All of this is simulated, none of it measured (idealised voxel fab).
Process module under the name voxel plated lines
FYI the section here is cut, 265 nm wide, cells are 5 nm squares.
We lay out every cross-section as a grid of square cells and spell it out in bands from the top down, where one band means one or more rows of cells. Basically the band line says how high the top is and how high the bottom is, in nm, and then what's in it from left to right, every material with its width in nm. Empty space shows up as "blank", and if a single material carries "edge to edge" it runs the full band edge to edge. Zero point of the height axis is 0; under it, received wafer = one material. Lowest band: continues down indefinitely, "0 nm and below". The notation "30->40" denotes a width that varies across the rows of cells in the band, beginning at the first number in the top row, finishing at the second number in the bottom row, and changing by an identical amount from each row to the next. It should be understood that the words "nothing changed", when stated for a given step, signify that the cross-section underwent no change in any of its cells during that step. Any empty space of 8 cells or more lacking an open way to the top shows up in "Fully enclosed voids" as width x height at distance, distance from the left edge, in nm. Text after the settings on a step's line: the simulator's own remark on that step. "overlay nm", when on a step's line for a step with a mask, measures how far to the right of its planned place the mask lay; a negative measure means to the left.

## The following list gives the planned process steps
1. RECEIVE: material Si
2. CONFORMAL_DEP: material Al2O3, thk nm 10
3. DIRECTIONAL_DEP: material TiN, thk nm 5
4. PATTERN: tone open, mask id LINES, material resist, width nm 25, pitch nm 45, thk nm 20, overlay nm 0
5. EPI: material Ru, thk nm 5
6. STRIP: etch materials resist
7. DIRECTIONAL_ETCH: etch materials TiN, depth nm 5
8. CONFORMAL_DEP: material SiCN, thk nm 10

## Cross-section, incoming material, after step 1
0 nm and below = Si edge to edge
Fully enclosed voids: none

## The following cross-section depicts the wafer upon conclusion of the module. Processing commenced from the starting condition illustrated above and adhered to the plan illustrated above, save for one mistake in execution
30 nm to 20 nm = 85 nm blank / 95 nm SiCN / 85 nm blank
20 nm to 15 nm = 95 nm SiCN / 30 nm Ru / 15 nm SiCN / 30 nm Ru / 95 nm SiCN
15 nm to 10 nm = 95 nm SiCN / 30 nm TiN / 15 nm SiCN / 30 nm TiN / 95 nm SiCN
10 nm to 0 nm = Al2O3 edge to edge
0 nm and below = Si edge to edge
Fully enclosed voids: none
Processing error: step 4 ran differently from the plan; actual operation with settings: PATTERN: tone open, mask id LINES, material resist, width nm 30, pitch nm 45, thk nm 20, overlay nm 0
